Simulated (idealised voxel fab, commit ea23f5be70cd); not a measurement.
process module | voxel quadruple lines
cross-section cut | 140 nm wide | cells 5 nm
A cross-section is a grid of square cells, given in bands from the top down. A band is one or more rows of cells.
Each band's line starts with the height of the band's top and of its bottom, in nm. Then come its materials from left to right, each with its width in nm. One material with "throughout" fills the band from edge to edge. "air" is empty space.
Height 0 is the level under which the wafer as received is all one material. The lowest band goes on downwards, as in "0 down".
A width such as "30 to 40" changes by the same amount from each row of cells to the next, from the band's top row to its bottom row.
"no change" after a step means that no cell of the cross-section changed.
closed voids: empty space of 8 cells or more with no open way to the top, each as width x height at its distance from the left edge, in nm
after a step's settings: what the simulator itself notes on the step
overlay nm, on a step with a mask: how far to the right of its planned place the mask lay; to the left if negative
plan
1 op RECEIVE | material Si
2 op CONFORMAL_DEP | material SiO2 | thk nm 10
3 op DIRECTIONAL_DEP | material Ru | thk nm 10
4 op DIRECTIONAL_DEP | material polySi | thk nm 20
5 op DIRECTIONAL_DEP | material aC | thk nm 20
6 op PATTERN | tone cover | mask id MANDREL | material resist | width nm 35 | thk nm 25 | overlay nm 0
7 op DIRECTIONAL_ETCH | etch materials aC | depth nm 20
8 op STRIP | etch materials resist
9 op CONFORMAL_DEP | material SiO2 | thk nm 15
10 op DIRECTIONAL_ETCH | etch materials SiO2 | depth nm 15
11 op STRIP | etch materials aC
12 op DIRECTIONAL_ETCH | etch materials polySi | depth nm 20
13 op STRIP | etch materials SiO2
14 op CONFORMAL_DEP | material SiN | thk nm 10
15 op DIRECTIONAL_ETCH | etch materials SiN | depth nm 10
16 op STRIP | etch materials polySi
17 op DIRECTIONAL_ETCH | etch materials Ru | depth nm 10
18 op STRIP | etch materials SiN
first wafer, as planned
as received, after step 1
  0 down: Si throughout
  closed voids: none
after step 2
  10 to 0: SiO2 throughout
  below 0: unchanged
after step 3
  20 to 10: Ru throughout
  below 10: unchanged
after step 4
  40 to 20: polySi throughout
  below 20: unchanged
after step 5
  60 to 40: aC throughout
  below 40: unchanged
after step 6
  85 to 60: air 50 | resist 35 | air 55
  below 60: unchanged
after step 7
  65 to 60: air 50 | resist 35 | air 55
  60 to 40: air 50 | aC 35 | air 55
  below 40: unchanged
after step 8
  60 to 40: air 50 | aC 35 | air 55
  below 40: unchanged
after step 9
  75 to 60: air 35 | SiO2 65 | air 40
  60 to 55: air 35 | SiO2 15 | aC 35 | SiO2 15 | air 40
  55 to 40: SiO2 50 | aC 35 | SiO2 55
  below 40: unchanged
after step 10
  60 to 40: air 35 | SiO2 15 | aC 35 | SiO2 15 | air 40
  below 40: unchanged
after step 11
  60 to 40: air 35 | SiO2 15 | air 35 | SiO2 15 | air 40
  below 40: unchanged
after step 12
  60 to 40: air 35 | SiO2 15 | air 35 | SiO2 15 | air 40
  40 to 20: air 35 | polySi 15 | air 35 | polySi 15 | air 40
  below 20: unchanged
after step 13
  40 to 20: air 35 | polySi 15 | air 35 | polySi 15 | air 40
  below 20: unchanged
after step 14
  50 to 40: air 25 | SiN 35 | air 15 | SiN 35 | air 30
  40 to 30: air 25 | SiN 10 | polySi 15 | SiN 10 | air 15 | SiN 10 | polySi 15 | SiN 10 | air 30
  30 to 20: SiN 35 | polySi 15 | SiN 35 | polySi 15 | SiN 40
  below 20: unchanged
after step 15
  40 to 20: air 25 | SiN 10 | polySi 15 | SiN 10 | air 15 | SiN 10 | polySi 15 | SiN 10 | air 30
  below 20: unchanged
after step 16
  40 to 20: air 25 | SiN 10 | air 15 | SiN 10 | air 15 | SiN 10 | air 15 | SiN 10 | air 30
  below 20: unchanged
after step 17
  40 to 20: air 25 | SiN 10 | air 15 | SiN 10 | air 15 | SiN 10 | air 15 | SiN 10 | air 30
  20 to 10: air 25 | Ru 10 | air 15 | Ru 10 | air 15 | Ru 10 | air 15 | Ru 10 | air 30
  below 10: unchanged
after step 18
  20 to 10: air 25 | Ru 10 | air 15 | Ru 10 | air 15 | Ru 10 | air 15 | Ru 10 | air 30
  below 10: unchanged
second wafer: like start, like plan, one mistake. Through step 1 it matches the first wafer
when step 2 should have ended: no change
when step 3 should have ended
  10 to 0: Ru throughout
  below 0: unchanged
when step 4 should have ended
  30 to 10: polySi throughout
  below 10: unchanged
when step 5 should have ended
  50 to 30: aC throughout
  below 30: unchanged
when step 6 should have ended
  75 to 50: air 50 | resist 35 | air 55
  below 50: unchanged
when step 7 should have ended
  55 to 50: air 50 | resist 35 | air 55
  50 to 30: air 50 | aC 35 | air 55
  below 30: unchanged
when step 8 should have ended
  50 to 30: air 50 | aC 35 | air 55
  below 30: unchanged
when step 9 should have ended
  65 to 50: air 35 | SiO2 65 | air 40
  50 to 45: air 35 | SiO2 15 | aC 35 | SiO2 15 | air 40
  45 to 30: SiO2 50 | aC 35 | SiO2 55
  below 30: unchanged
when step 10 should have ended
  50 to 30: air 35 | SiO2 15 | aC 35 | SiO2 15 | air 40
  below 30: unchanged
when step 11 should have ended
  50 to 30: air 35 | SiO2 15 | air 35 | SiO2 15 | air 40
  below 30: unchanged
when step 12 should have ended
  50 to 30: air 35 | SiO2 15 | air 35 | SiO2 15 | air 40
  30 to 10: air 35 | polySi 15 | air 35 | polySi 15 | air 40
  below 10: unchanged
when step 13 should have ended
  30 to 10: air 35 | polySi 15 | air 35 | polySi 15 | air 40
  below 10: unchanged
when step 14 should have ended
  40 to 30: air 25 | SiN 35 | air 15 | SiN 35 | air 30
  30 to 20: air 25 | SiN 10 | polySi 15 | SiN 10 | air 15 | SiN 10 | polySi 15 | SiN 10 | air 30
  20 to 10: SiN 35 | polySi 15 | SiN 35 | polySi 15 | SiN 40
  below 10: unchanged
when step 15 should have ended
  30 to 10: air 25 | SiN 10 | polySi 15 | SiN 10 | air 15 | SiN 10 | polySi 15 | SiN 10 | air 30
  below 10: unchanged
when step 16 should have ended
  30 to 10: air 25 | SiN 10 | air 15 | SiN 10 | air 15 | SiN 10 | air 15 | SiN 10 | air 30
  below 10: unchanged
when step 17 should have ended
  30 to 10: air 25 | SiN 10 | air 15 | SiN 10 | air 15 | SiN 10 | air 15 | SiN 10 | air 30
  10 to 0: air 25 | Ru 10 | air 15 | Ru 10 | air 15 | Ru 10 | air 15 | Ru 10 | air 30
  below 0: unchanged
when step 18 should have ended
  10 to 0: air 25 | Ru 10 | air 15 | Ru 10 | air 15 | Ru 10 | air 15 | Ru 10 | air 30
  below 0: unchanged
what went wrong: step 2 was left out
at the end the second wafer has, in cells: 56 fewer of SiO2
